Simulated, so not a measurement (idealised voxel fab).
The process module presented herein is designated voxel transistor to metal.
Section cut is 285 nm wide and gridded with 5 nm square cells.
Heads up, the way a cross-section reads in here is a grid of square cells, handed over as bands from the top down, with every band being one or more rows of cells.
Heads up on the band format: heights come first, top then bottom, in nm. After that it's the materials left to right, each with its width in nm. A single material flagged "full width" fills the whole band edge to edge, and "empty" means there's empty space there.
Height datum 0, below which the as-received substrate wafer is one material. Lowest band open at the bottom, running downward: "0 -> down".
So if you see something like "30..40" for the width, read it as the top row of the band sitting at the first number and the bottom row at the second, with every row in between moving by the same amount as the last.
For the purposes of this document, the phrase "stayed the same" attached to a step denotes that no cell within the cross-section was modified by that step.
Each empty space that has no open way to the top and spans at least 8 cells appears under "Closed void inventory" as width x height at distance, the distance counted from the left edge, all in nm.
If you see something after the settings on a step's line, that's the simulator's own remark about that step.
"overlay nm" on a masked step: distance the mask lay right of its planned place, negative for left.
Guide to the pairs. Each holds a before and an after cross-section around one process step; the after cross-section is cut off at the lowest band that changed. Look under the pair for the step between them and its settings. Pairs can come from different runs of this module on the same starting wafer, so a pair follows on from the one above it only where its entry headed "Ahead of processing" says it does.

## Ahead of processing
> 45 -> 35  SiO2 20 nm; empty 35 nm; SiO2 35 nm; empty 35 nm; SiO2 35 nm; empty 35 nm; SiO2 35 nm; empty 35 nm; SiO2 20 nm
> 35 -> 30  SiO2 20 nm; empty 25 nm; SiN 10 nm; SiO2 5 nm; SiCN 25 nm; SiO2 5 nm; SiN 10 nm; empty 25 nm; SiO2 35 nm; empty 25 nm; SiN 10 nm; SiO2 5 nm; SiCN 25 nm; SiO2 5 nm; SiN 10 nm; empty 25 nm; SiO2 20 nm
> 30 -> 5  SiO2 20 nm; empty 25 nm; SiN 10 nm; SiO2 5 nm; polySi 25 nm; SiO2 5 nm; SiN 10 nm; empty 25 nm; SiO2 35 nm; empty 25 nm; SiN 10 nm; SiO2 5 nm; polySi 25 nm; SiO2 5 nm; SiN 10 nm; empty 25 nm; SiO2 20 nm
> 5 -> 0  SiO2 20 nm; empty 20 nm; nSi 5 nm; SiO2 55 nm; nSi 5 nm; empty 20 nm; SiO2 35 nm; empty 20 nm; nSi 5 nm; SiO2 55 nm; nSi 5 nm; empty 20 nm; SiO2 20 nm
> 0 -> -5  SiO2 20 nm; nSi 25 nm; Si 55 nm; nSi 25 nm; SiO2 35 nm; nSi 25 nm; Si 55 nm; nSi 25 nm; SiO2 20 nm
> -5 -> -30  SiO2 20 nm; Si 105 nm; SiO2 35 nm; Si 105 nm; SiO2 20 nm
> -30 -> down  Si full width
> Closed void inventory: none

## Structure After Step
> 50 -> 45  TiN 25 nm; empty 25 nm; TiN 45 nm; empty 25 nm; TiN 45 nm; empty 25 nm; TiN 45 nm; empty 25 nm; TiN 25 nm
> 45 -> 35  SiO2 20 nm; TiN 5 nm; empty 25..15 nm; TiN 5..15 nm; SiO2 35 nm; TiN 5..15 nm; empty 25..15 nm; TiN 5 nm; SiO2 35 nm; TiN 5 nm; empty 25..15 nm; TiN 5..15 nm; SiO2 35 nm; TiN 5..15 nm; empty 25..15 nm; TiN 5 nm; SiO2 20 nm
> 35 -> 30  SiO2 20 nm; TiN 5 nm; empty 15 nm; TiN 5 nm; SiN 10 nm; SiO2 5 nm; SiCN 25 nm; SiO2 5 nm; SiN 10 nm; TiN 5 nm; empty 15 nm; TiN 5 nm; SiO2 35 nm; TiN 5 nm; empty 15 nm; TiN 5 nm; SiN 10 nm; SiO2 5 nm; SiCN 25 nm; SiO2 5 nm; SiN 10 nm; TiN 5 nm; empty 15 nm; TiN 5 nm; SiO2 20 nm
> 30 -> 10  SiO2 20 nm; TiN 5 nm; empty 15 nm; TiN 5 nm; SiN 10 nm; SiO2 5 nm; polySi 25 nm; SiO2 5 nm; SiN 10 nm; TiN 5 nm; empty 15 nm; TiN 5 nm; SiO2 35 nm; TiN 5 nm; empty 15 nm; TiN 5 nm; SiN 10 nm; SiO2 5 nm; polySi 25 nm; SiO2 5 nm; SiN 10 nm; TiN 5 nm; empty 15 nm; TiN 5 nm; SiO2 20 nm
> 10 -> 5  SiO2 20 nm; TiN 5 nm; empty 10 nm; TiN 10 nm; SiN 10 nm; SiO2 5 nm; polySi 25 nm; SiO2 5 nm; SiN 10 nm; TiN 10 nm; empty 10 nm; TiN 5 nm; SiO2 35 nm; TiN 5 nm; empty 10 nm; TiN 10 nm; SiN 10 nm; SiO2 5 nm; polySi 25 nm; SiO2 5 nm; SiN 10 nm; TiN 10 nm; empty 10 nm; TiN 5 nm; SiO2 20 nm
> 5 -> 0  SiO2 20 nm; TiN 20 nm; nSi 5 nm; SiO2 55 nm; nSi 5 nm; TiN 20 nm; SiO2 35 nm; TiN 20 nm; nSi 5 nm; SiO2 55 nm; nSi 5 nm; TiN 20 nm; SiO2 20 nm
> For the remainder of the cross-section, below 0, there is no change.
> Closed void inventory: none
Connecting step for the cross-sections above: CONFORMAL_DEP [material TiN] [thk nm 5]

Ahead of processing: Please consult the pair immediately above; the cross-section it shows after its step is the state before this step.

## Structure After Step
> 55 -> 50  W full width
> 50 -> 45  TiN 25 nm; W 25 nm; TiN 45 nm; W 25 nm; TiN 45 nm; W 25 nm; TiN 45 nm; W 25 nm; TiN 25 nm
> 45 -> 35  SiO2 20 nm; TiN 5 nm; W 25..15 nm; TiN 5..15 nm; SiO2 35 nm; TiN 5..15 nm; W 25..15 nm; TiN 5 nm; SiO2 35 nm; TiN 5 nm; W 25..15 nm; TiN 5..15 nm; SiO2 35 nm; TiN 5..15 nm; W 25..15 nm; TiN 5 nm; SiO2 20 nm
> 35 -> 30  SiO2 20 nm; TiN 5 nm; W 15 nm; TiN 5 nm; SiN 10 nm; SiO2 5 nm; SiCN 25 nm; SiO2 5 nm; SiN 10 nm; TiN 5 nm; W 15 nm; TiN 5 nm; SiO2 35 nm; TiN 5 nm; W 15 nm; TiN 5 nm; SiN 10 nm; SiO2 5 nm; SiCN 25 nm; SiO2 5 nm; SiN 10 nm; TiN 5 nm; W 15 nm; TiN 5 nm; SiO2 20 nm
> 30 -> 10  SiO2 20 nm; TiN 5 nm; W 15 nm; TiN 5 nm; SiN 10 nm; SiO2 5 nm; polySi 25 nm; SiO2 5 nm; SiN 10 nm; TiN 5 nm; W 15 nm; TiN 5 nm; SiO2 35 nm; TiN 5 nm; W 15 nm; TiN 5 nm; SiN 10 nm; SiO2 5 nm; polySi 25 nm; SiO2 5 nm; SiN 10 nm; TiN 5 nm; W 15 nm; TiN 5 nm; SiO2 20 nm
> 10 -> 5  SiO2 20 nm; TiN 5 nm; W 10 nm; TiN 10 nm; SiN 10 nm; SiO2 5 nm; polySi 25 nm; SiO2 5 nm; SiN 10 nm; TiN 10 nm; W 10 nm; TiN 5 nm; SiO2 35 nm; TiN 5 nm; W 10 nm; TiN 10 nm; SiN 10 nm; SiO2 5 nm; polySi 25 nm; SiO2 5 nm; SiN 10 nm; TiN 10 nm; W 10 nm; TiN 5 nm; SiO2 20 nm
> For the remainder of the cross-section, below 5, there is no change.
> Closed void inventory: none
Connecting step for the cross-sections above: FILL_DEP [material W] [thk nm 5]

Ahead of processing: Please consult the pair immediately above; the cross-section it shows after its step is the state before this step.

## Structure After Step
> 45 -> 35  SiO2 20 nm; TiN 5 nm; W 25..15 nm; TiN 5..15 nm; SiO2 35 nm; TiN 5..15 nm; W 25..15 nm; TiN 5 nm; SiO2 35 nm; TiN 5 nm; W 25..15 nm; TiN 5..15 nm; SiO2 35 nm; TiN 5..15 nm; W 25..15 nm; TiN 5 nm; SiO2 20 nm
> For the remainder of the cross-section, below 35, there is no change.
> Closed void inventory: none
Connecting step for the cross-sections above: CMP [height nm 45]

Ahead of processing: Please consult the pair immediately above; the cross-section it shows after its step is the state before this step.

## Structure After Step
> 50 -> 45  TiN full width
> For the remainder of the cross-section, below 45, there is no change.
> Closed void inventory: none
Connecting step for the cross-sections above: DIRECTIONAL_DEP [material TiN] [thk nm 5]

Ahead of processing: Please consult the pair immediately above; the cross-section it shows after its step is the state before this step.

## Structure After Step
> 75 -> 50  W full width
> For the remainder of the cross-section, below 50, there is no change.
> Closed void inventory: none
Connecting step for the cross-sections above: DIRECTIONAL_DEP [material W] [thk nm 25]

Ahead of processing: Please consult the pair immediately above; the cross-section it shows after its step is the state before this step.

## Structure After Step
> 90 -> 75  empty 20 nm; resist 20 nm; empty 65 nm; resist 20 nm; empty 35 nm; resist 20 nm; empty 65 nm; resist 20 nm; empty 20 nm
> For the remainder of the cross-section, below 75, there is no change.
> Closed void inventory: none
Connecting step for the cross-sections above: PATTERN [tone cover] [mask id METAL_1] [material resist] [width nm 20] [thk nm 15] [overlay nm 0]

Ahead of processing: Please consult the pair immediately above; the cross-section it shows after its step is the state before this step.

## Structure After Step
> 90 -> 75  empty 20 nm; resist 20 nm; empty 65 nm; resist 20 nm; empty 35 nm; resist 20 nm; empty 65 nm; resist 20 nm; empty 20 nm
> 75 -> 50  empty 20 nm; W 20 nm; empty 65 nm; W 20 nm; empty 35 nm; W 20 nm; empty 65 nm; W 20 nm; empty 20 nm
> For the remainder of the cross-section, below 50, there is no change.
> Closed void inventory: none
Connecting step for the cross-sections above: DIRECTIONAL_ETCH [etch materials W] [depth nm 25]

Ahead of processing: Please consult the pair immediately above; the cross-section it shows after its step is the state before this step.

## Structure After Step
> 90 -> 75  empty 20 nm; resist 20 nm; empty 65 nm; resist 20 nm; empty 35 nm; resist 20 nm; empty 65 nm; resist 20 nm; empty 20 nm
> 75 -> 50  empty 20 nm; W 20 nm; empty 65 nm; W 20 nm; empty 35 nm; W 20 nm; empty 65 nm; W 20 nm; empty 20 nm
> 50 -> 45  empty 20 nm; TiN 20 nm; empty 65 nm; TiN 20 nm; empty 35 nm; TiN 20 nm; empty 65 nm; TiN 20 nm; empty 20 nm
> For the remainder of the cross-section, below 45, there is no change.
> Closed void inventory: none
Connecting step for the cross-sections above: DIRECTIONAL_ETCH [etch materials TiN] [depth nm 5]

Ahead of processing: Please consult the pair immediately above; the cross-section it shows after its step is the state before this step.

## Structure After Step
> 75 -> 50  empty 20 nm; W 20 nm; empty 65 nm; W 20 nm; empty 35 nm; W 20 nm; empty 65 nm; W 20 nm; empty 20 nm
> For the remainder of the cross-section, below 50, there is no change.
> Closed void inventory: none
Connecting step for the cross-sections above: STRIP [etch materials resist]

Ahead of processing: Please consult the pair immediately above; the cross-section it shows after its step is the state before this step.

## Structure After Step
> 80 -> 75  empty 15 nm; SiN 30 nm; empty 55 nm; SiN 30 nm; empty 25 nm; SiN 30 nm; empty 55 nm; SiN 30 nm; empty 15 nm
> 75 -> 50  empty 15 nm; SiN 5 nm; W 20 nm; SiN 5 nm; empty 55 nm; SiN 5 nm; W 20 nm; SiN 5 nm; empty 25 nm; SiN 5 nm; W 20 nm; SiN 5 nm; empty 55 nm; SiN 5 nm; W 20 nm; SiN 5 nm; empty 15 nm
> 50 -> 45  SiN 20 nm; TiN 20 nm; SiN 65 nm; TiN 20 nm; SiN 35 nm; TiN 20 nm; SiN 65 nm; TiN 20 nm; SiN 20 nm
> For the remainder of the cross-section, below 45, there is no change.
> Closed void inventory: none
Connecting step for the cross-sections above: CONFORMAL_DEP [material SiN] [thk nm 5]

Ahead of processing: Please consult the pair immediately above; the cross-section it shows after its step is the state before this step.

## Structure After Step
> 90 -> 80  SiO2 full width
> 80 -> 75  SiO2 15 nm; SiN 30 nm; SiO2 55 nm; SiN 30 nm; SiO2 25 nm; SiN 30 nm; SiO2 55 nm; SiN 30 nm; SiO2 15 nm
> 75 -> 50  SiO2 15 nm; SiN 5 nm; W 20 nm; SiN 5 nm; SiO2 55 nm; SiN 5 nm; W 20 nm; SiN 5 nm; SiO2 25 nm; SiN 5 nm; W 20 nm; SiN 5 nm; SiO2 55 nm; SiN 5 nm; W 20 nm; SiN 5 nm; SiO2 15 nm
> For the remainder of the cross-section, below 50, there is no change.
> Closed void inventory: none
Connecting step for the cross-sections above: FILL_DEP [material SiO2] [thk nm 10]

Ahead of processing: Please consult the pair immediately above; the cross-section it shows after its step is the state before this step.

## Structure After Step
> 75 -> 50  SiO2 15 nm; SiN 5 nm; W 20 nm; SiN 5 nm; SiO2 55 nm; SiN 5 nm; W 20 nm; SiN 5 nm; SiO2 25 nm; SiN 5 nm; W 20 nm; SiN 5 nm; SiO2 55 nm; SiN 5 nm; W 20 nm; SiN 5 nm; SiO2 15 nm
> For the remainder of the cross-section, below 50, there is no change.
> Closed void inventory: none
Connecting step for the cross-sections above: CMP [height nm 75]

Ahead of processing: Please consult the pair immediately above; the cross-section it shows after its step is the state before this step.

## Structure After Step
> 80 -> 75  SiCN full width
> For the remainder of the cross-section, below 75, there is no change.
> Closed void inventory: none
Connecting step for the cross-sections above: CONFORMAL_DEP [material SiCN] [thk nm 5]

## Ahead of processing
> 35 -> 25  SiO2 45 nm; SiN 10 nm; SiO2 5 nm; SiCN 25 nm; SiO2 5 nm; SiN 10 nm; SiO2 85 nm; SiN 10 nm; SiO2 5 nm; SiCN 25 nm; SiO2 5 nm; SiN 10 nm; SiO2 45 nm
> 25 -> 5  SiO2 45 nm; SiN 10 nm; SiO2 5 nm; polySi 25 nm; SiO2 5 nm; SiN 10 nm; SiO2 85 nm; SiN 10 nm; SiO2 5 nm; polySi 25 nm; SiO2 5 nm; SiN 10 nm; SiO2 45 nm
> 5 -> 0  SiO2 15 nm; SiN 10 nm; SiO2 20 nm; SiN 10 nm; SiO2 5 nm; polySi 25 nm; SiO2 5 nm; SiN 10 nm; SiO2 20 nm; SiN 10 nm; SiO2 25 nm; SiN 10 nm; SiO2 20 nm; SiN 10 nm; SiO2 5 nm; polySi 25 nm; SiO2 5 nm; SiN 10 nm; SiO2 20 nm; SiN 10 nm; SiO2 15 nm
> 0 -> -5  SiO2 25 nm; nSi 5 nm; SiO2 10 nm; nSi 5 nm; SiO2 55 nm; nSi 5 nm; SiO2 10 nm; nSi 5 nm; SiO2 45 nm; nSi 5 nm; SiO2 10 nm; nSi 5 nm; SiO2 55 nm; nSi 5 nm; SiO2 10 nm; nSi 5 nm; SiO2 25 nm
> -5 -> -10  SiO2 20 nm; Si 5 nm; nSi 20 nm; Si 55 nm; nSi 20 nm; Si 5 nm; SiO2 35 nm; Si 5 nm; nSi 20 nm; Si 55 nm; nSi 20 nm; Si 5 nm; SiO2 20 nm
> -10 -> -30  SiO2 20 nm; Si 105 nm; SiO2 35 nm; Si 105 nm; SiO2 20 nm
> -30 -> down  Si full width
> Closed void inventory: none

## Structure After Step
> 40 -> 35  SiO2 full width
> For the remainder of the cross-section, below 35, there is no change.
> Closed void inventory: none
Connecting step for the cross-sections above: DIRECTIONAL_DEP [material SiO2] [thk nm 5]

Ahead of processing: Please consult the pair immediately above; the cross-section it shows after its step is the state before this step.

## Structure After Step
> 50 -> 40  aC full width
> For the remainder of the cross-section, below 40, there is no change.
> Closed void inventory: none
Connecting step for the cross-sections above: DIRECTIONAL_DEP [material aC] [thk nm 10]

Ahead of processing: Please consult the pair immediately above; the cross-section it shows after its step is the state before this step.

## Structure After Step
> 80 -> 50  resist 20 nm; empty 35 nm; resist 35 nm; empty 35 nm; resist 35 nm; empty 35 nm; resist 35 nm; empty 35 nm; resist 20 nm
> For the remainder of the cross-section, below 50, there is no change.
> Closed void inventory: none
Connecting step for the cross-sections above: PATTERN [tone open] [mask id CONTACT] [material resist] [width nm 35] [pitch nm 70] [thk nm 30] [overlay nm 0]

Ahead of processing: Please consult the pair immediately above; the cross-section it shows after its step is the state before this step.

## Structure After Step
> 70 -> 50  resist 20 nm; empty 35 nm; resist 35 nm; empty 35 nm; resist 35 nm; empty 35 nm; resist 35 nm; empty 35 nm; resist 20 nm
> 50 -> 40  aC 20 nm; empty 35 nm; aC 35 nm; empty 35 nm; aC 35 nm; empty 35 nm; aC 35 nm; empty 35 nm; aC 20 nm
> For the remainder of the cross-section, below 40, there is no change.
> Closed void inventory: none
Connecting step for the cross-sections above: DIRECTIONAL_ETCH [etch materials aC] [depth nm 10]

Ahead of processing: Please consult the pair immediately above; the cross-section it shows after its step is the state before this step.

## Structure After Step
> 50 -> 40  aC 20 nm; empty 35 nm; aC 35 nm; empty 35 nm; aC 35 nm; empty 35 nm; aC 35 nm; empty 35 nm; aC 20 nm
> For the remainder of the cross-section, below 40, there is no change.
> Closed void inventory: none
Connecting step for the cross-sections above: STRIP [etch materials resist]

Ahead of processing: Please consult the pair immediately above; the cross-section it shows after its step is the state before this step.

## Structure After Step
> 50 -> 40  aC 20 nm; empty 35 nm; aC 35 nm; empty 35 nm; aC 35 nm; empty 35 nm; aC 35 nm; empty 35 nm; aC 20 nm
> 40 -> 35  SiO2 20 nm; empty 35 nm; SiO2 35 nm; empty 35 nm; SiO2 35 nm; empty 35 nm; SiO2 35 nm; empty 35 nm; SiO2 20 nm
> 35 -> 25  SiO2 20 nm; empty 25 nm; SiN 10 nm; SiO2 5 nm; SiCN 25 nm; SiO2 5 nm; SiN 10 nm; empty 25 nm; SiO2 35 nm; empty 25 nm; SiN 10 nm; SiO2 5 nm; SiCN 25 nm; SiO2 5 nm; SiN 10 nm; empty 25 nm; SiO2 20 nm
> 25 -> 5  SiO2 20 nm; empty 25 nm; SiN 10 nm; SiO2 5 nm; polySi 25 nm; SiO2 5 nm; SiN 10 nm; empty 25 nm; SiO2 35 nm; empty 25 nm; SiN 10 nm; SiO2 5 nm; polySi 25 nm; SiO2 5 nm; SiN 10 nm; empty 25 nm; SiO2 20 nm
> 5 -> 0  SiO2 15 nm; SiN 10 nm; empty 20 nm; SiN 10 nm; SiO2 5 nm; polySi 25 nm; SiO2 5 nm; SiN 10 nm; empty 20 nm; SiN 10 nm; SiO2 25 nm; SiN 10 nm; empty 20 nm; SiN 10 nm; SiO2 5 nm; polySi 25 nm; SiO2 5 nm; SiN 10 nm; empty 20 nm; SiN 10 nm; SiO2 15 nm
> 0 -> -5  SiO2 25 nm; nSi 5 nm; empty 10 nm; nSi 5 nm; SiO2 55 nm; nSi 5 nm; empty 10 nm; nSi 5 nm; SiO2 45 nm; nSi 5 nm; empty 10 nm; nSi 5 nm; SiO2 55 nm; nSi 5 nm; empty 10 nm; nSi 5 nm; SiO2 25 nm
> For the remainder of the cross-section, below -5, there is no change.
> Closed void inventory: none
Connecting step for the cross-sections above: DIRECTIONAL_ETCH [etch materials SiO2] [depth nm 50]

Ahead of processing: Please consult the pair immediately above; the cross-section it shows after its step is the state before this step.

## Structure After Step
> 40 -> 35  SiO2 20 nm; empty 35 nm; SiO2 35 nm; empty 35 nm; SiO2 35 nm; empty 35 nm; SiO2 35 nm; empty 35 nm; SiO2 20 nm
> For the remainder of the cross-section, below 35, there is no change.
> Closed void inventory: none
Connecting step for the cross-sections above: STRIP [etch materials aC]

Ahead of processing: Please consult the pair immediately above; the cross-section it shows after its step is the state before this step.

## Structure After Step
> 45 -> 40  TiN 25 nm; empty 25 nm; TiN 45 nm; empty 25 nm; TiN 45 nm; empty 25 nm; TiN 45 nm; empty 25 nm; TiN 25 nm
> 40 -> 35  SiO2 20 nm; TiN 5 nm; empty 15 nm; TiN 15 nm; SiO2 35 nm; TiN 15 nm; empty 15 nm; TiN 5 nm; SiO2 35 nm; TiN 5 nm; empty 15 nm; TiN 15 nm; SiO2 35 nm; TiN 15 nm; empty 15 nm; TiN 5 nm; SiO2 20 nm
> 35 -> 25  SiO2 20 nm; TiN 5 nm; empty 15 nm; TiN 5 nm; SiN 10 nm; SiO2 5 nm; SiCN 25 nm; SiO2 5 nm; SiN 10 nm; TiN 5 nm; empty 15 nm; TiN 5 nm; SiO2 35 nm; TiN 5 nm; empty 15 nm; TiN 5 nm; SiN 10 nm; SiO2 5 nm; SiCN 25 nm; SiO2 5 nm; SiN 10 nm; TiN 5 nm; empty 15 nm; TiN 5 nm; SiO2 20 nm
> 25 -> 10  SiO2 20 nm; TiN 5 nm; empty 15 nm; TiN 5 nm; SiN 10 nm; SiO2 5 nm; polySi 25 nm; SiO2 5 nm; SiN 10 nm; TiN 5 nm; empty 15 nm; TiN 5 nm; SiO2 35 nm; TiN 5 nm; empty 15 nm; TiN 5 nm; SiN 10 nm; SiO2 5 nm; polySi 25 nm; SiO2 5 nm; SiN 10 nm; TiN 5 nm; empty 15 nm; TiN 5 nm; SiO2 20 nm
> 10 -> 5  SiO2 20 nm; TiN 10 nm; empty 10 nm; TiN 5 nm; SiN 10 nm; SiO2 5 nm; polySi 25 nm; SiO2 5 nm; SiN 10 nm; TiN 5 nm; empty 10 nm; TiN 10 nm; SiO2 35 nm; TiN 10 nm; empty 10 nm; TiN 5 nm; SiN 10 nm; SiO2 5 nm; polySi 25 nm; SiO2 5 nm; SiN 10 nm; TiN 5 nm; empty 10 nm; TiN 10 nm; SiO2 20 nm
> 5 -> 0  SiO2 15 nm; SiN 10 nm; TiN 20 nm; SiN 10 nm; SiO2 5 nm; polySi 25 nm; SiO2 5 nm; SiN 10 nm; TiN 20 nm; SiN 10 nm; SiO2 25 nm; SiN 10 nm; TiN 20 nm; SiN 10 nm; SiO2 5 nm; polySi 25 nm; SiO2 5 nm; SiN 10 nm; TiN 20 nm; SiN 10 nm; SiO2 15 nm
> 0 -> -5  SiO2 25 nm; nSi 5 nm; TiN 10 nm; nSi 5 nm; SiO2 55 nm; nSi 5 nm; TiN 10 nm; nSi 5 nm; SiO2 45 nm; nSi 5 nm; TiN 10 nm; nSi 5 nm; SiO2 55 nm; nSi 5 nm; TiN 10 nm; nSi 5 nm; SiO2 25 nm
> For the remainder of the cross-section, below -5, there is no change.
> Closed void inventory: none
Connecting step for the cross-sections above: CONFORMAL_DEP [material TiN] [thk nm 5]

Ahead of processing: Please consult the pair immediately above; the cross-section it shows after its step is the state before this step.

## Structure After Step
> 50 -> 45  W full width
> 45 -> 40  TiN 25 nm; W 25 nm; TiN 45 nm; W 25 nm; TiN 45 nm; W 25 nm; TiN 45 nm; W 25 nm; TiN 25 nm
> 40 -> 35  SiO2 20 nm; TiN 5 nm; W 15 nm; TiN 15 nm; SiO2 35 nm; TiN 15 nm; W 15 nm; TiN 5 nm; SiO2 35 nm; TiN 5 nm; W 15 nm; TiN 15 nm; SiO2 35 nm; TiN 15 nm; W 15 nm; TiN 5 nm; SiO2 20 nm
> 35 -> 25  SiO2 20 nm; TiN 5 nm; W 15 nm; TiN 5 nm; SiN 10 nm; SiO2 5 nm; SiCN 25 nm; SiO2 5 nm; SiN 10 nm; TiN 5 nm; W 15 nm; TiN 5 nm; SiO2 35 nm; TiN 5 nm; W 15 nm; TiN 5 nm; SiN 10 nm; SiO2 5 nm; SiCN 25 nm; SiO2 5 nm; SiN 10 nm; TiN 5 nm; W 15 nm; TiN 5 nm; SiO2 20 nm
> 25 -> 10  SiO2 20 nm; TiN 5 nm; W 15 nm; TiN 5 nm; SiN 10 nm; SiO2 5 nm; polySi 25 nm; SiO2 5 nm; SiN 10 nm; TiN 5 nm; W 15 nm; TiN 5 nm; SiO2 35 nm; TiN 5 nm; W 15 nm; TiN 5 nm; SiN 10 nm; SiO2 5 nm; polySi 25 nm; SiO2 5 nm; SiN 10 nm; TiN 5 nm; W 15 nm; TiN 5 nm; SiO2 20 nm
> 10 -> 5  SiO2 20 nm; TiN 10 nm; W 10 nm; TiN 5 nm; SiN 10 nm; SiO2 5 nm; polySi 25 nm; SiO2 5 nm; SiN 10 nm; TiN 5 nm; W 10 nm; TiN 10 nm; SiO2 35 nm; TiN 10 nm; W 10 nm; TiN 5 nm; SiN 10 nm; SiO2 5 nm; polySi 25 nm; SiO2 5 nm; SiN 10 nm; TiN 5 nm; W 10 nm; TiN 10 nm; SiO2 20 nm
> For the remainder of the cross-section, below 5, there is no change.
> Closed void inventory: none
Connecting step for the cross-sections above: FILL_DEP [material W] [thk nm 5]

Ahead of processing: Please consult the pair immediately above; the cross-section it shows after its step is the state before this step.

## Structure After Step
> 45 -> 40  TiN 25 nm; W 25 nm; TiN 45 nm; W 25 nm; TiN 45 nm; W 25 nm; TiN 45 nm; W 25 nm; TiN 25 nm
> For the remainder of the cross-section, below 40, there is no change.
> Closed void inventory: none
Connecting step for the cross-sections above: CMP [height nm 45]

Ahead of processing: Please consult the pair immediately above; the cross-section it shows after its step is the state before this step.

## Structure After Step
> 50 -> 45  TiN full width
> For the remainder of the cross-section, below 45, there is no change.
> Closed void inventory: none
Connecting step for the cross-sections above: DIRECTIONAL_DEP [material TiN] [thk nm 5]

Ahead of processing: Please consult the pair immediately above; the cross-section it shows after its step is the state before this step.

## Structure After Step
> 75 -> 50  W full width
> For the remainder of the cross-section, below 50, there is no change.
> Closed void inventory: none
Connecting step for the cross-sections above: DIRECTIONAL_DEP [material W] [thk nm 25]

Ahead of processing: Please consult the pair immediately above; the cross-section it shows after its step is the state before this step.

## Structure After Step
> 90 -> 75  empty 20 nm; resist 20 nm; empty 65 nm; resist 20 nm; empty 35 nm; resist 20 nm; empty 65 nm; resist 20 nm; empty 20 nm
> For the remainder of the cross-section, below 75, there is no change.
> Closed void inventory: none
Connecting step for the cross-sections above: PATTERN [tone cover] [mask id METAL_1] [material resist] [width nm 20] [thk nm 15] [overlay nm 0]

Ahead of processing: Please consult the pair immediately above; the cross-section it shows after its step is the state before this step.

## Structure After Step
> 90 -> 75  empty 20 nm; resist 20 nm; empty 65 nm; resist 20 nm; empty 35 nm; resist 20 nm; empty 65 nm; resist 20 nm; empty 20 nm
> 75 -> 50  empty 20 nm; W 20 nm; empty 65 nm; W 20 nm; empty 35 nm; W 20 nm; empty 65 nm; W 20 nm; empty 20 nm
> For the remainder of the cross-section, below 50, there is no change.
> Closed void inventory: none
Connecting step for the cross-sections above: DIRECTIONAL_ETCH [etch materials W] [depth nm 25]

Ahead of processing: Please consult the pair immediately above; the cross-section it shows after its step is the state before this step.

## Structure After Step
> 90 -> 75  empty 20 nm; resist 20 nm; empty 65 nm; resist 20 nm; empty 35 nm; resist 20 nm; empty 65 nm; resist 20 nm; empty 20 nm
> 75 -> 50  empty 20 nm; W 20 nm; empty 65 nm; W 20 nm; empty 35 nm; W 20 nm; empty 65 nm; W 20 nm; empty 20 nm
> 50 -> 45  empty 20 nm; TiN 20 nm; empty 65 nm; TiN 20 nm; empty 35 nm; TiN 20 nm; empty 65 nm; TiN 20 nm; empty 20 nm
> For the remainder of the cross-section, below 45, there is no change.
> Closed void inventory: none
Connecting step for the cross-sections above: DIRECTIONAL_ETCH [etch materials TiN] [depth nm 5]

Ahead of processing: Please consult the pair immediately above; the cross-section it shows after its step is the state before this step.

## Structure After Step
> 75 -> 50  empty 20 nm; W 20 nm; empty 65 nm; W 20 nm; empty 35 nm; W 20 nm; empty 65 nm; W 20 nm; empty 20 nm
> For the remainder of the cross-section, below 50, there is no change.
> Closed void inventory: none
Connecting step for the cross-sections above: STRIP [etch materials resist]

Ahead of processing: Please consult the pair immediately above; the cross-section it shows after its step is the state before this step.

## Structure After Step
> 80 -> 75  empty 15 nm; SiN 30 nm; empty 55 nm; SiN 30 nm; empty 25 nm; SiN 30 nm; empty 55 nm; SiN 30 nm; empty 15 nm
> 75 -> 50  empty 15 nm; SiN 5 nm; W 20 nm; SiN 5 nm; empty 55 nm; SiN 5 nm; W 20 nm; SiN 5 nm; empty 25 nm; SiN 5 nm; W 20 nm; SiN 5 nm; empty 55 nm; SiN 5 nm; W 20 nm; SiN 5 nm; empty 15 nm
> 50 -> 45  SiN 20 nm; TiN 20 nm; SiN 65 nm; TiN 20 nm; SiN 35 nm; TiN 20 nm; SiN 65 nm; TiN 20 nm; SiN 20 nm
> For the remainder of the cross-section, below 45, there is no change.
> Closed void inventory: none
Connecting step for the cross-sections above: CONFORMAL_DEP [material SiN] [thk nm 5]

Ahead of processing: Please consult the pair immediately above; the cross-section it shows after its step is the state before this step.

## Structure After Step
> 90 -> 80  SiO2 full width
> 80 -> 75  SiO2 15 nm; SiN 30 nm; SiO2 55 nm; SiN 30 nm; SiO2 25 nm; SiN 30 nm; SiO2 55 nm; SiN 30 nm; SiO2 15 nm
> 75 -> 50  SiO2 15 nm; SiN 5 nm; W 20 nm; SiN 5 nm; SiO2 55 nm; SiN 5 nm; W 20 nm; SiN 5 nm; SiO2 25 nm; SiN 5 nm; W 20 nm; SiN 5 nm; SiO2 55 nm; SiN 5 nm; W 20 nm; SiN 5 nm; SiO2 15 nm
> For the remainder of the cross-section, below 50, there is no change.
> Closed void inventory: none
Connecting step for the cross-sections above: FILL_DEP [material SiO2] [thk nm 10]

Ahead of processing: Please consult the pair immediately above; the cross-section it shows after its step is the state before this step.

## Structure After Step
> 75 -> 50  SiO2 15 nm; SiN 5 nm; W 20 nm; SiN 5 nm; SiO2 55 nm; SiN 5 nm; W 20 nm; SiN 5 nm; SiO2 25 nm; SiN 5 nm; W 20 nm; SiN 5 nm; SiO2 55 nm; SiN 5 nm; W 20 nm; SiN 5 nm; SiO2 15 nm
> For the remainder of the cross-section, below 50, there is no change.
> Closed void inventory: none
Connecting step for the cross-sections above: CMP [height nm 75]

Ahead of processing: Please consult the pair immediately above; the cross-section it shows after its step is the state before this step.

## Structure After Step
> 80 -> 75  SiCN full width
> For the remainder of the cross-section, below 75, there is no change.
> Closed void inventory: none
Connecting step for the cross-sections above: CONFORMAL_DEP [material SiCN] [thk nm 5]
